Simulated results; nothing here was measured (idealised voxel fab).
process module | voxel quadruple lines
The figure presents cross-section cut, which has a width of 145 nm and is divided into square cells with an edge length of 5 nm.
Notation: cross-section as square-cell grid; stated in bands, top first, going down; one or more cell rows per band.
Per band: top height and bottom height in nm, followed by the left-to-right materials and their widths in nm; "full width" marks a single material spanning edge to edge, "blank" marks empty space.
Convention: height 0 is the level below which the wafer, as received, is all one material. The lowest band does not terminate at the bottom but continues downward, represented as "z 0 and below".
Read "30->40" as a graded width: first number on top, second number at the bottom, same change between each pair of neighbouring rows.
"no change occurred" after a step means that no cell of the cross-section changed.
Each empty space that has no open way to the top and spans at least 8 cells appears under "Listed closed voids" as width x height at distance, the distance counted from the left edge, all in nm.
What comes after the settings on a step's line is commentary from the simulator itself on that step.
"overlay nm", when on a step's line for a step with a mask, measures how far to the right of its planned place the mask lay; a negative measure means to the left.

Steps in the process plan
| 1 | RECEIVE, material Si |
| 2 | CONFORMAL_DEP, material SiO2, thk nm 10 |
| 3 | DIRECTIONAL_DEP, material W, thk nm 10 |
| 4 | DIRECTIONAL_DEP, material polySi, thk nm 20 |
| 5 | DIRECTIONAL_DEP, material aC, thk nm 20 |
| 6 | PATTERN, tone cover, mask id MANDREL, material resist, width nm 20, thk nm 25, overlay nm 0 |
| 7 | DIRECTIONAL_ETCH, etch materials aC, depth nm 20 |
| 8 | STRIP, etch materials resist |
| 9 | CONFORMAL_DEP, material SiO2, thk nm 10 |
| 10 | DIRECTIONAL_ETCH, etch materials SiO2, depth nm 10 |
| 11 | STRIP, etch materials aC |
| 12 | DIRECTIONAL_ETCH, etch materials polySi, depth nm 20 |
| 13 | STRIP, etch materials SiO2 |
| 14 | CONFORMAL_DEP, material SiCN, thk nm 5 |
| 15 | DIRECTIONAL_ETCH, etch materials SiCN, depth nm 5 |
| 16 | STRIP, etch materials polySi |
| 17 | DIRECTIONAL_ETCH, etch materials W, depth nm 10 |
| 18 | STRIP, etch materials SiCN |

Wafer at receipt (post step 1), cross-section
z 0 and below: Si full width
Listed closed voids: none

The module was run from the start shown above using the plan shown above, but one mistake was made doing it; the resulting wafer cross-section is below
z 40 to 35: 50 blank / 10 polySi / 20 blank / 10 polySi / 55 blank
z 35 to 20: 45 blank / 5 W / 10 polySi / 5 W / 10 blank / 5 W / 10 polySi / 5 W / 50 blank
z 20 to 15: 45 blank / 20 W / 10 blank / 20 W / 50 blank
z 15 to 10: W full width
z 10 to 0: SiO2 full width
z 0 and below: Si full width
Listed closed voids: none
Short version of what went wrong: rather than as planned, step 14 actually ran as CONFORMAL_DEP, material W, thk nm 5
